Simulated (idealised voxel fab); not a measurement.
process module | voxel lift off
cross-section cut | 210 nm wide | cells 5 nm
A cross-section is a grid of square cells, given in bands from the top down. A band is one or more rows of cells.
Each band's line starts with the height of the band's top and of its bottom, in nm. Then come its materials from left to right, each with its width in nm. One material with "throughout" fills the band from edge to edge. "air" is empty space.
Height 0 is the level under which the wafer as received is all one material. The lowest band goes on downwards, as in "0 down".
A width such as "30 to 40" changes by the same amount from each row of cells to the next, from the band's top row to its bottom row.
"no change" after a step means that no cell of the cross-section changed.
closed voids: empty space of 8 cells or more with no open way to the top, each as width x height at its distance from the left edge, in nm
after a step's settings: what the simulator itself notes on the step
overlay nm, on a step with a mask: how far to the right of its planned place the mask lay; to the left if negative
plan
1 op RECEIVE | material Si
2 op CONFORMAL_DEP | material SiO2 | thk nm 10
3 op PATTERN | tone open | mask id LINES | material resist | width nm 20 | pitch nm 35 | thk nm 20 | overlay nm 0
4 op DIRECTIONAL_DEP | material Ru | thk nm 10
5 op STRIP | etch materials resist
6 op CONFORMAL_DEP | material SiN | thk nm 5
as received, after step 1
  0 down: Si throughout
  closed voids: none
first wafer at the end, as planned
  25 to 20: air 70 | SiN 30 | air 5 | SiN 30 | air 75
  20 to 15: air 70 | SiN 5 | Ru 20 | SiN 5 | air 5 | SiN 5 | Ru 20 | SiN 5 | air 75
  15 to 10: SiN 75 | Ru 20 | SiN 15 | Ru 20 | SiN 80
  10 to 0: SiO2 throughout
  0 down: Si throughout
  closed voids: none
second wafer at the end: like start, like plan, one mistake
  25 to 20: air 75 | SiN 25 | air 10 | SiN 25 | air 75
  20 to 15: air 75 | SiN 5 | Ru 15 | SiN 5 | air 10 | SiN 5 | Ru 15 | SiN 5 | air 75
  15 to 10: SiN 80 | Ru 15 | SiN 20 | Ru 15 | SiN 80
  10 to 0: SiO2 throughout
  0 down: Si throughout
  closed voids: none
what went wrong: step 3 ran as: op PATTERN | tone open | mask id LINES | material resist | width nm 15 | pitch nm 35 | thk nm 20 | overlay nm 0
at the end the second wafer has, in cells: 4 fewer of Ru
